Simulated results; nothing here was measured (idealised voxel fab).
Process module under the name voxel air gaps
The figure presents cross-section cut, which has a width of 260 nm and is divided into square cells with an edge length of 5 nm.
Just so we're on the same page, the cross-sections are grids of square cells, and they're listed out in bands top to bottom, each band one or more rows deep. Per band: top height and bottom height in nm, followed by the left-to-right materials and their widths in nm; "throughout" marks a single material spanning edge to edge, "empty" marks empty space. The reference from which all heights are counted is 0, the level beneath which the as-received wafer is entirely one material; the lowest band, having no lower bound, proceeds downward and is written after the example "top 0, no bottom". The width entry "30->40" should be interpreted row by row: the top row of cells in the band takes the first number, the bottom row takes the second number, and the change between adjacent rows is uniform throughout. For the purposes of this document, the phrase "no modification" attached to a step denotes that no cell within the cross-section was modified by that step. Voids not open to the top, 8 cells minimum: see "Internal closed voids". Written width x height at distance; distance is from the left edge; nm. Note: text after step settings on the step line = simulator remark on that step. The optional step-line setting "overlay nm" applies to steps with a mask and quantifies how far to the right of its planned location the mask lay, a negative value indicating leftward placement.

-- Process steps foreseen in the plan
1,RECEIVE: material Si
2,CONFORMAL_DEP: material SiO2, thk nm 15
3,CONFORMAL_DEP: material SiCN, thk nm 5
4,DIRECTIONAL_DEP: material lowk, thk nm 35
5,DIRECTIONAL_DEP: material aC, thk nm 15
6,PATTERN: tone open, mask id LINES, material resist, width nm 25, pitch nm 50, thk nm 35, overlay nm -15
7,DIRECTIONAL_ETCH: etch materials aC, depth nm 15
8,STRIP: etch materials resist
9,DIRECTIONAL_ETCH: etch materials lowk, depth nm 35
10,STRIP: etch materials aC
11,CONFORMAL_DEP: material TiN, thk nm 5
12,FILL_DEP: material Cu, thk nm 5
13,CMP: height nm 55
14,EPI: material Ru, thk nm 10
15,SELECTIVE_ETCH: etch materials lowk, depth nm 45
16,CONFORMAL_DEP: material SiCN, thk nm 5
Variable across wafers: step 6 overlay nm (plan value is that of the first wafer; starting state common to all).

-- As received, i.e. after step 1: cross-section through the first of several wafers
* top 0, no bottom | Si throughout
* Internal closed voids: none

-- Shown in cross-section: the first of several wafers at the end of the module, after its last step, step 16
* top 70, bottom 65 | empty (10), SiCN (205), empty (45)
* top 65, bottom 55 | empty (10), SiCN (5), Ru (45), SiCN (5), Ru (45), SiCN (5), Ru (45), SiCN (5), Ru (45), SiCN (5), empty (45)
* top 55, bottom 50 | empty (10), SiCN (15), TiN (5), Cu (15), TiN (5), SiCN (25), TiN (5), Cu (15), TiN (5), SiCN (25), TiN (5), Cu (15), TiN (5), SiCN (25), TiN (5), Cu (15), TiN (5), SiCN (15), empty (45)
* top 50, bottom 25 | empty (20), SiCN (5), TiN (5), Cu (15), TiN (5), SiCN (5), empty (15), SiCN (5), TiN (5), Cu (15), TiN (5), SiCN (5), empty (15), SiCN (5), TiN (5), Cu (15), TiN (5), SiCN (5), empty (15), SiCN (5), TiN (5), Cu (15), TiN (5), SiCN (5), empty (55)
* top 25, bottom 20 | SiCN (25), TiN (25), SiCN (25), TiN (25), SiCN (25), TiN (25), SiCN (25), TiN (25), SiCN (60)
* top 20, bottom 15 | SiCN throughout
* top 15, bottom 0 | SiO2 throughout
* top 0, no bottom | Si throughout
* Internal closed voids: 15 x 25 at 55; 15 x 25 at 105; 15 x 25 at 155

-- The last wafer as seen in cross-section at the end of the module
* top 70, bottom 65 | empty (40), SiCN (205), empty (15)
* top 65, bottom 55 | empty (40), SiCN (5), Ru (45), SiCN (5), Ru (45), SiCN (5), Ru (45), SiCN (5), Ru (45), SiCN (5), empty (15)
* top 55, bottom 50 | empty (40), SiCN (15), TiN (5), Cu (15), TiN (5), SiCN (25), TiN (5), Cu (15), TiN (5), SiCN (25), TiN (5), Cu (15), TiN (5), SiCN (25), TiN (5), Cu (15), TiN (5), SiCN (15), empty (15)
* top 50, bottom 25 | empty (50), SiCN (5), TiN (5), Cu (15), TiN (5), SiCN (5), empty (15), SiCN (5), TiN (5), Cu (15), TiN (5), SiCN (5), empty (15), SiCN (5), TiN (5), Cu (15), TiN (5), SiCN (5), empty (15), SiCN (5), TiN (5), Cu (15), TiN (5), SiCN (5), empty (25)
* top 25, bottom 20 | SiCN (55), TiN (25), SiCN (25), TiN (25), SiCN (25), TiN (25), SiCN (25), TiN (25), SiCN (30)
* top 20, bottom 15 | SiCN throughout
* top 15, bottom 0 | SiO2 throughout
* top 0, no bottom | Si throughout
* Internal closed voids: 15 x 25 at 85; 15 x 25 at 135; 15 x 25 at 185

-- Take any row and you have a wafer at the end of the module: how many cells of each material it has gained (+) or lost (-) since it was received, and then its closed voids
overlay nm -15 | +72 Cu | +72 Ru | +196 SiCN | +156 SiO2 | +68 TiN | Internal closed voids: 15 x 25 at 55; 15 x 25 at 105; 15 x 25 at 155
overlay nm -10 | +72 Cu | +72 Ru | +196 SiCN | +156 SiO2 | +68 TiN | Internal closed voids: 15 x 25 at 60; 15 x 25 at 110; 15 x 25 at 160
overlay nm -5 | +72 Cu | +72 Ru | +196 SiCN | +156 SiO2 | +68 TiN | Internal closed voids: 15 x 25 at 65; 15 x 25 at 115; 15 x 25 at 165
overlay nm 0 | +72 Cu | +72 Ru | +196 SiCN | +156 SiO2 | +68 TiN | Internal closed voids: 15 x 25 at 70; 15 x 25 at 120; 15 x 25 at 170
overlay nm 5 | +72 Cu | +72 Ru | +196 SiCN | +156 SiO2 | +68 TiN | Internal closed voids: 15 x 25 at 75; 15 x 25 at 125; 15 x 25 at 175
overlay nm 10 | +72 Cu | +72 Ru | +196 SiCN | +156 SiO2 | +68 TiN | Internal closed voids: 15 x 25 at 80; 15 x 25 at 130; 15 x 25 at 180
overlay nm 15 | +72 Cu | +72 Ru | +196 SiCN | +156 SiO2 | +68 TiN | Internal closed voids: 15 x 25 at 85; 15 x 25 at 135; 15 x 25 at 185
